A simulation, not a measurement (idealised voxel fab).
Presented below is a process module, voxel capacitor over wiring.
This is section cut - it's 270 nm across, gridded in 5 nm square cells.
A cross-section is written here as square cells arranged in a grid, and it is given in bands from the top down, each band taking up one or more rows of cells.
In this notation a band is specified by the heights of its top and bottom, in that order and in nm, after which its materials appear from left to right, each paired with its width in nm. The word "all across" attached to a single material means that material fills the band from edge to edge; the word "empty" stands for empty space.
Height 0 is the level under which the wafer as received is all one material. The lowest band goes on downwards, as in "0 -> down".
The two numbers in a width such as "30 to 40" mark its ends across the band: the first belongs to the top row of cells, the second to the bottom row, and from each row to the next the width moves by the same amount.
Step note "no modification" = no cross-section cell changed.
Look at "Enclosed void catalog" for the closed voids: empty spaces with no open path to the top, sized 8 cells or up. Each is width x height at distance, distance from the left edge, all nm.
Formally, on a step line, whatever follows the settings is a remark that the simulator itself makes on the step.
overlay nm: how far to the right of its planned place the mask lay on this masked step (negative: to the left).
-- Planned process steps
1) RECEIVE (material Si)
2) CONFORMAL_DEP (material SiO2; thk nm 15)
3) CONFORMAL_DEP (material SiN; thk nm 5)
4) DIRECTIONAL_DEP (material lowk; thk nm 15)
5) PATTERN (tone open; mask id METAL_1; material resist; width nm 25; pitch nm 85; thk nm 15; overlay nm 0)
6) DIRECTIONAL_ETCH (etch materials lowk; depth nm 15)
7) DIRECTIONAL_ETCH (etch materials SiN; depth nm 5)
8) STRIP (etch materials resist)
9) CONFORMAL_DEP (material TiN; thk nm 5)
10) FILL_DEP (material Cu; thk nm 10)
11) CMP (height nm 35)
12) CONFORMAL_DEP (material SiCN; thk nm 5)
13) DIRECTIONAL_DEP (material lowk; thk nm 20)
14) PATTERN (tone open; mask id PLUG_1; material resist; width nm 15; thk nm 15; overlay nm 0)
15) DIRECTIONAL_ETCH (etch materials lowk; depth nm 20)
16) DIRECTIONAL_ETCH (etch materials SiCN; depth nm 5)
17) STRIP (etch materials resist)
18) EPI (material Ru; thk nm 10)
19) EPI (material Ru; thk nm 10)
20) EPI (material Ru; thk nm 5)
21) DIRECTIONAL_DEP (material TiN; thk nm 5)
22) DIRECTIONAL_DEP (material HfO2; thk nm 5)
23) DIRECTIONAL_DEP (material TiN; thk nm 10)
24) DIRECTIONAL_DEP (material aC; thk nm 10)
25) PATTERN (tone cover; mask id UPPER_PLATE; material resist; width nm 65; thk nm 30; overlay nm 0)
26) DIRECTIONAL_ETCH (etch materials aC; depth nm 10)
27) STRIP (etch materials resist)
28) DIRECTIONAL_ETCH (etch materials TiN; depth nm 10)
29) DIRECTIONAL_ETCH (etch materials HfO2; depth nm 5)
30) STRIP (etch materials aC)
31) DIRECTIONAL_DEP (material aC; thk nm 15)
32) PATTERN (tone cover; mask id LOWER_PLATE; material resist; width nm 75; thk nm 35; overlay nm 0)
33) DIRECTIONAL_ETCH (etch materials aC; depth nm 15)
34) STRIP (etch materials resist)
35) DIRECTIONAL_ETCH (etch materials TiN; depth nm 5)
36) STRIP (etch materials aC)
37) FILL_DEP (material SiO2; thk nm 20)
38) CMP (height nm 95)
39) DIRECTIONAL_DEP (material aC; thk nm 10)
40) PATTERN (tone open; mask id PLUG_2; material resist; width nm 15; thk nm 25; overlay nm 0)
41) DIRECTIONAL_ETCH (etch materials aC; depth nm 10)
42) STRIP (etch materials resist)
43) DIRECTIONAL_ETCH (etch materials SiO2; depth nm 15)
44) STRIP (etch materials aC)
45) CONFORMAL_DEP (material TiN; thk nm 5)
46) FILL_DEP (material Cu; thk nm 5)
47) CMP (height nm 95)
48) CONFORMAL_DEP (material SiCN; thk nm 5)
-- First of two wafers, with the run carried out as planned
-- As-received wafer cross-section (after step 1)
    0 -> down = Si all across
    Enclosed void catalog: none
-- Cross-section through the wafer, step 2 finished
    15 -> 0 = SiO2 all across
    Anything lower than 0 is untouched.
-- Cross-section through the wafer, step 3 finished
    20 -> 15 = SiN all across
    Anything lower than 15 is untouched.
-- Cross-section through the wafer, step 4 finished
    35 -> 20 = lowk all across
    Anything lower than 20 is untouched.
-- Cross-section through the wafer, step 5 finished
    50 -> 35 = resist 80 / empty 25 / resist 60 / empty 25 / resist 80
    Anything lower than 35 is untouched.
-- Cross-section through the wafer, step 6 finished
    50 -> 35 = resist 80 / empty 25 / resist 60 / empty 25 / resist 80
    35 -> 20 = lowk 80 / empty 25 / lowk 60 / empty 25 / lowk 80
    Anything lower than 20 is untouched.
-- Cross-section through the wafer, step 7 finished
    50 -> 35 = resist 80 / empty 25 / resist 60 / empty 25 / resist 80
    35 -> 20 = lowk 80 / empty 25 / lowk 60 / empty 25 / lowk 80
    20 -> 15 = SiN 80 / empty 25 / SiN 60 / empty 25 / SiN 80
    Anything lower than 15 is untouched.
-- Cross-section through the wafer, step 8 finished
    35 -> 20 = lowk 80 / empty 25 / lowk 60 / empty 25 / lowk 80
    Anything lower than 20 is untouched.
-- Cross-section through the wafer, step 9 finished
    40 -> 35 = TiN 85 / empty 15 / TiN 70 / empty 15 / TiN 85
    35 -> 20 = lowk 80 / TiN 5 / empty 15 / TiN 5 / lowk 60 / TiN 5 / empty 15 / TiN 5 / lowk 80
    20 -> 15 = SiN 80 / TiN 25 / SiN 60 / TiN 25 / SiN 80
    Anything lower than 15 is untouched.
-- Cross-section through the wafer, step 10 finished
    50 -> 40 = Cu all across
    40 -> 35 = TiN 85 / Cu 15 / TiN 70 / Cu 15 / TiN 85
    35 -> 20 = lowk 80 / TiN 5 / Cu 15 / TiN 5 / lowk 60 / TiN 5 / Cu 15 / TiN 5 / lowk 80
    Anything lower than 20 is untouched.
-- Cross-section through the wafer, step 11 finished
    35 -> 20 = lowk 80 / TiN 5 / Cu 15 / TiN 5 / lowk 60 / TiN 5 / Cu 15 / TiN 5 / lowk 80
    Anything lower than 20 is untouched.
-- Cross-section through the wafer, step 12 finished
    40 -> 35 = SiCN all across
    Anything lower than 35 is untouched.
-- Cross-section through the wafer, step 13 finished
    60 -> 40 = lowk all across
    Anything lower than 40 is untouched.
-- Cross-section through the wafer, step 14 finished
    75 -> 60 = resist 90 / empty 15 / resist 165
    Anything lower than 60 is untouched.
-- Cross-section through the wafer, step 15 finished
    75 -> 60 = resist 90 / empty 15 / resist 165
    60 -> 40 = lowk 90 / empty 15 / lowk 165
    Anything lower than 40 is untouched.
-- Cross-section through the wafer, step 16 finished
    75 -> 60 = resist 90 / empty 15 / resist 165
    60 -> 40 = lowk 90 / empty 15 / lowk 165
    40 -> 35 = SiCN 90 / empty 15 / SiCN 165
    Anything lower than 35 is untouched.
-- Cross-section through the wafer, step 17 finished
    60 -> 40 = lowk 90 / empty 15 / lowk 165
    Anything lower than 40 is untouched.
-- Cross-section through the wafer, step 18 finished
    60 -> 45 = lowk 90 / empty 15 / lowk 165
    45 -> 40 = lowk 90 / Ru 15 / lowk 165
    40 -> 35 = SiCN 90 / Ru 15 / SiCN 165
    Anything lower than 35 is untouched.
-- Cross-section through the wafer, step 19 finished
    60 -> 55 = lowk 90 / empty 15 / lowk 165
    55 -> 40 = lowk 90 / Ru 15 / lowk 165
    Anything lower than 40 is untouched.
-- Cross-section through the wafer, step 20 finished
    60 -> 40 = lowk 90 / Ru 15 / lowk 165
    Anything lower than 40 is untouched.
-- Cross-section through the wafer, step 21 finished
    65 -> 60 = TiN all across
    Anything lower than 60 is untouched.
-- Cross-section through the wafer, step 22 finished
    70 -> 65 = HfO2 all across
    Anything lower than 65 is untouched.
-- Cross-section through the wafer, step 23 finished
    80 -> 70 = TiN all across
    Anything lower than 70 is untouched.
-- Cross-section through the wafer, step 24 finished
    90 -> 80 = aC all across
    Anything lower than 80 is untouched.
-- Cross-section through the wafer, step 25 finished
    120 -> 90 = empty 90 / resist 65 / empty 115
    Anything lower than 90 is untouched.
-- Cross-section through the wafer, step 26 finished
    110 -> 90 = empty 90 / resist 65 / empty 115
    90 -> 80 = empty 90 / aC 65 / empty 115
    Anything lower than 80 is untouched.
-- Cross-section through the wafer, step 27 finished
    90 -> 80 = empty 90 / aC 65 / empty 115
    Anything lower than 80 is untouched.
-- Cross-section through the wafer, step 28 finished
    90 -> 80 = empty 90 / aC 65 / empty 115
    80 -> 70 = empty 90 / TiN 65 / empty 115
    Anything lower than 70 is untouched.
-- Cross-section through the wafer, step 29 finished
    90 -> 80 = empty 90 / aC 65 / empty 115
    80 -> 70 = empty 90 / TiN 65 / empty 115
    70 -> 65 = empty 90 / HfO2 65 / empty 115
    Anything lower than 65 is untouched.
-- Cross-section through the wafer, step 30 finished
    80 -> 70 = empty 90 / TiN 65 / empty 115
    Anything lower than 70 is untouched.
-- Cross-section through the wafer, step 31 finished
    95 -> 80 = empty 90 / aC 65 / empty 115
    80 -> 70 = aC 90 / TiN 65 / aC 115
    70 -> 65 = aC 90 / HfO2 65 / aC 115
    Anything lower than 65 is untouched.
-- Cross-section through the wafer, step 32 finished
    130 -> 95 = empty 85 / resist 75 / empty 110
    95 -> 80 = empty 85 / resist 5 / aC 65 / resist 5 / empty 110
    Anything lower than 80 is untouched.
-- Cross-section through the wafer, step 33 finished
    115 -> 95 = empty 85 / resist 75 / empty 110
    95 -> 80 = empty 85 / resist 5 / aC 65 / resist 5 / empty 110
    80 -> 70 = empty 85 / aC 5 / TiN 65 / aC 5 / empty 110
    70 -> 65 = empty 85 / aC 5 / HfO2 65 / aC 5 / empty 110
    Anything lower than 65 is untouched.
-- Cross-section through the wafer, step 34 finished
    95 -> 80 = empty 90 / aC 65 / empty 115
    Anything lower than 80 is untouched.
-- Cross-section through the wafer, step 35 finished
    95 -> 80 = empty 90 / aC 65 / empty 115
    80 -> 70 = empty 85 / aC 5 / TiN 65 / aC 5 / empty 110
    70 -> 65 = empty 85 / aC 5 / HfO2 65 / aC 5 / empty 110
    65 -> 60 = empty 85 / TiN 75 / empty 110
    Anything lower than 60 is untouched.
-- Cross-section through the wafer, step 36 finished
    80 -> 70 = empty 90 / TiN 65 / empty 115
    70 -> 65 = empty 90 / HfO2 65 / empty 115
    Anything lower than 65 is untouched.
-- Cross-section through the wafer, step 37 finished
    100 -> 80 = SiO2 all across
    80 -> 70 = SiO2 90 / TiN 65 / SiO2 115
    70 -> 65 = SiO2 90 / HfO2 65 / SiO2 115
    65 -> 60 = SiO2 85 / TiN 75 / SiO2 110
    Anything lower than 60 is untouched.
-- Cross-section through the wafer, step 38 finished
    95 -> 80 = SiO2 all across
    Anything lower than 80 is untouched.
-- Cross-section through the wafer, step 39 finished
    105 -> 95 = aC all across
    Anything lower than 95 is untouched.
-- Cross-section through the wafer, step 40 finished
    130 -> 105 = resist 100 / empty 15 / resist 155
    Anything lower than 105 is untouched.
-- Cross-section through the wafer, step 41 finished
    120 -> 105 = resist 100 / empty 15 / resist 155
    105 -> 95 = aC 100 / empty 15 / aC 155
    Anything lower than 95 is untouched.
-- Cross-section through the wafer, step 42 finished
    105 -> 95 = aC 100 / empty 15 / aC 155
    Anything lower than 95 is untouched.
-- Cross-section through the wafer, step 43 finished
    105 -> 95 = aC 100 / empty 15 / aC 155
    95 -> 80 = SiO2 100 / empty 15 / SiO2 155
    Anything lower than 80 is untouched.
-- Cross-section through the wafer, step 44 finished
    95 -> 80 = SiO2 100 / empty 15 / SiO2 155
    Anything lower than 80 is untouched.
-- Cross-section through the wafer, step 45 finished
    100 -> 95 = TiN 105 / empty 5 / TiN 160
    95 -> 85 = SiO2 100 / TiN 5 / empty 5 / TiN 5 / SiO2 155
    85 -> 80 = SiO2 100 / TiN 15 / SiO2 155
    Anything lower than 80 is untouched.
-- Cross-section through the wafer, step 46 finished
    105 -> 100 = Cu all across
    100 -> 95 = TiN 105 / Cu 5 / TiN 160
    95 -> 85 = SiO2 100 / TiN 5 / Cu 5 / TiN 5 / SiO2 155
    Anything lower than 85 is untouched.
-- Cross-section through the wafer, step 47 finished
    95 -> 85 = SiO2 100 / TiN 5 / Cu 5 / TiN 5 / SiO2 155
    Anything lower than 85 is untouched.
-- Cross-section through the wafer, step 48 finished
    100 -> 95 = SiCN all across
    Anything lower than 95 is untouched.
-- Second of two: same start, same plan, one run error; steps up to and including 20 match the first
At the planned end of step 21, the second wafer in cross-section: no modification
-- At the planned end of step 22, the second wafer in cross-section
    65 -> 60 = HfO2 all across
    Anything lower than 60 is untouched.
-- At the planned end of step 23, the second wafer in cross-section
    75 -> 65 = TiN all across
    Anything lower than 65 is untouched.
-- At the planned end of step 24, the second wafer in cross-section
    85 -> 75 = aC all across
    Anything lower than 75 is untouched.
-- At the planned end of step 25, the second wafer in cross-section
    115 -> 85 = empty 90 / resist 65 / empty 115
    Anything lower than 85 is untouched.
-- At the planned end of step 26, the second wafer in cross-section
    105 -> 85 = empty 90 / resist 65 / empty 115
    85 -> 75 = empty 90 / aC 65 / empty 115
    Anything lower than 75 is untouched.
-- At the planned end of step 27, the second wafer in cross-section
    85 -> 75 = empty 90 / aC 65 / empty 115
    Anything lower than 75 is untouched.
-- At the planned end of step 28, the second wafer in cross-section
    85 -> 75 = empty 90 / aC 65 / empty 115
    75 -> 65 = empty 90 / TiN 65 / empty 115
    Anything lower than 65 is untouched.
-- At the planned end of step 29, the second wafer in cross-section
    85 -> 75 = empty 90 / aC 65 / empty 115
    75 -> 65 = empty 90 / TiN 65 / empty 115
    65 -> 60 = empty 90 / HfO2 65 / empty 115
    Anything lower than 60 is untouched.
-- At the planned end of step 30, the second wafer in cross-section
    75 -> 65 = empty 90 / TiN 65 / empty 115
    Anything lower than 65 is untouched.
-- At the planned end of step 31, the second wafer in cross-section
    90 -> 75 = empty 90 / aC 65 / empty 115
    75 -> 65 = aC 90 / TiN 65 / aC 115
    65 -> 60 = aC 90 / HfO2 65 / aC 115
    Anything lower than 60 is untouched.
-- At the planned end of step 32, the second wafer in cross-section
    125 -> 90 = empty 85 / resist 75 / empty 110
    90 -> 75 = empty 85 / resist 5 / aC 65 / resist 5 / empty 110
    Anything lower than 75 is untouched.
-- At the planned end of step 33, the second wafer in cross-section
    110 -> 90 = empty 85 / resist 75 / empty 110
    90 -> 75 = empty 85 / resist 5 / aC 65 / resist 5 / empty 110
    75 -> 65 = empty 85 / aC 5 / TiN 65 / aC 5 / empty 110
    65 -> 60 = empty 85 / aC 5 / HfO2 65 / aC 5 / empty 110
    Anything lower than 60 is untouched.
-- At the planned end of step 34, the second wafer in cross-section
    90 -> 75 = empty 90 / aC 65 / empty 115
    Anything lower than 75 is untouched.
At the planned end of step 35, the second wafer in cross-section: no modification
-- At the planned end of step 36, the second wafer in cross-section
    75 -> 65 = empty 90 / TiN 65 / empty 115
    65 -> 60 = empty 90 / HfO2 65 / empty 115
    Anything lower than 60 is untouched.
-- At the planned end of step 37, the second wafer in cross-section
    95 -> 75 = SiO2 all across
    75 -> 65 = SiO2 90 / TiN 65 / SiO2 115
    65 -> 60 = SiO2 90 / HfO2 65 / SiO2 115
    Anything lower than 60 is untouched.
At the planned end of step 38, the second wafer in cross-section: no modification
-- At the planned end of step 39, the second wafer in cross-section
    105 -> 95 = aC all across
    Anything lower than 95 is untouched.
-- At the planned end of step 40, the second wafer in cross-section
    130 -> 105 = resist 100 / empty 15 / resist 155
    Anything lower than 105 is untouched.
-- At the planned end of step 41, the second wafer in cross-section
    120 -> 105 = resist 100 / empty 15 / resist 155
    105 -> 95 = aC 100 / empty 15 / aC 155
    Anything lower than 95 is untouched.
-- At the planned end of step 42, the second wafer in cross-section
    105 -> 95 = aC 100 / empty 15 / aC 155
    Anything lower than 95 is untouched.
-- At the planned end of step 43, the second wafer in cross-section
    105 -> 95 = aC 100 / empty 15 / aC 155
    95 -> 80 = SiO2 100 / empty 15 / SiO2 155
    Anything lower than 80 is untouched.
-- At the planned end of step 44, the second wafer in cross-section
    95 -> 80 = SiO2 100 / empty 15 / SiO2 155
    Anything lower than 80 is untouched.
-- At the planned end of step 45, the second wafer in cross-section
    100 -> 95 = TiN 105 / empty 5 / TiN 160
    95 -> 85 = SiO2 100 / TiN 5 / empty 5 / TiN 5 / SiO2 155
    85 -> 80 = SiO2 100 / TiN 15 / SiO2 155
    Anything lower than 80 is untouched.
-- At the planned end of step 46, the second wafer in cross-section
    105 -> 100 = Cu all across
    100 -> 95 = TiN 105 / Cu 5 / TiN 160
    95 -> 85 = SiO2 100 / TiN 5 / Cu 5 / TiN 5 / SiO2 155
    Anything lower than 85 is untouched.
-- At the planned end of step 47, the second wafer in cross-section
    95 -> 85 = SiO2 100 / TiN 5 / Cu 5 / TiN 5 / SiO2 155
    Anything lower than 85 is untouched.
-- At the planned end of step 48, the second wafer in cross-section
    100 -> 95 = SiCN all across
    Anything lower than 95 is untouched.
Heads up, the wafer didn't run the way we planned it: heads up, step 21 of the plan was skipped and never actually ran
Wrapping up, a cell-based count of both wafers puts the second over or under the first for these materials: SiO2: 15 more, TiN: 15 fewer
